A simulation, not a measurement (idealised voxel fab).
process module | voxel quadruple lines
cross-section cut | 205 nm wide | cells 5 nm
A cross-section is a grid of square cells, given in bands from the top down. A band is one or more rows of cells.
Each band's line starts with the height of the band's top and of its bottom, in nm. Then come its materials from left to right, each with its width in nm. One material with "throughout" fills the band from edge to edge. "air" is empty space.
Height 0 is the level under which the wafer as received is all one material. The lowest band goes on downwards, as in "0 down".
A width such as "30 to 40" changes by the same amount from each row of cells to the next, from the band's top row to its bottom row.
"no change" after a step means that no cell of the cross-section changed.
closed voids: empty space of 8 cells or more with no open way to the top, each as width x height at its distance from the left edge, in nm
after a step's settings: what the simulator itself notes on the step
overlay nm, on a step with a mask: how far to the right of its planned place the mask lay; to the left if negative
plan
1 op RECEIVE | material Si
2 op CONFORMAL_DEP | material SiO2 | thk nm 10
3 op DIRECTIONAL_DEP | material TiN | thk nm 15
4 op DIRECTIONAL_DEP | material polySi | thk nm 20
5 op DIRECTIONAL_DEP | material aC | thk nm 25
6 op PATTERN | tone cover | mask id MANDREL | material resist | width nm 20 | thk nm 30 | overlay nm 0
7 op DIRECTIONAL_ETCH | etch materials aC | depth nm 25
8 op STRIP | etch materials resist
9 op CONFORMAL_DEP | material SiO2 | thk nm 10
10 op DIRECTIONAL_ETCH | etch materials SiO2 | depth nm 10
11 op STRIP | etch materials aC
12 op DIRECTIONAL_ETCH | etch materials polySi | depth nm 20
13 op STRIP | etch materials SiO2
14 op CONFORMAL_DEP | material SiN | thk nm 5
15 op DIRECTIONAL_ETCH | etch materials SiN | depth nm 5
16 op STRIP | etch materials polySi
17 op DIRECTIONAL_ETCH | etch materials TiN | depth nm 15
18 op STRIP | etch materials SiN
as received, after step 1
  0 down: Si throughout
  closed voids: none
a wafer at the end: this start, this plan, one mistake
  25 to 10: air 80 | TiN 5 | air 10 | TiN 5 | air 5 | TiN 5 | air 10 | TiN 5 | air 80
  10 to 0: SiO2 throughout
  0 down: Si throughout
  closed voids: none
what went wrong: step 6 ran as: op PATTERN | tone cover | mask id MANDREL | material resist | width nm 15 | thk nm 30 | overlay nm 0
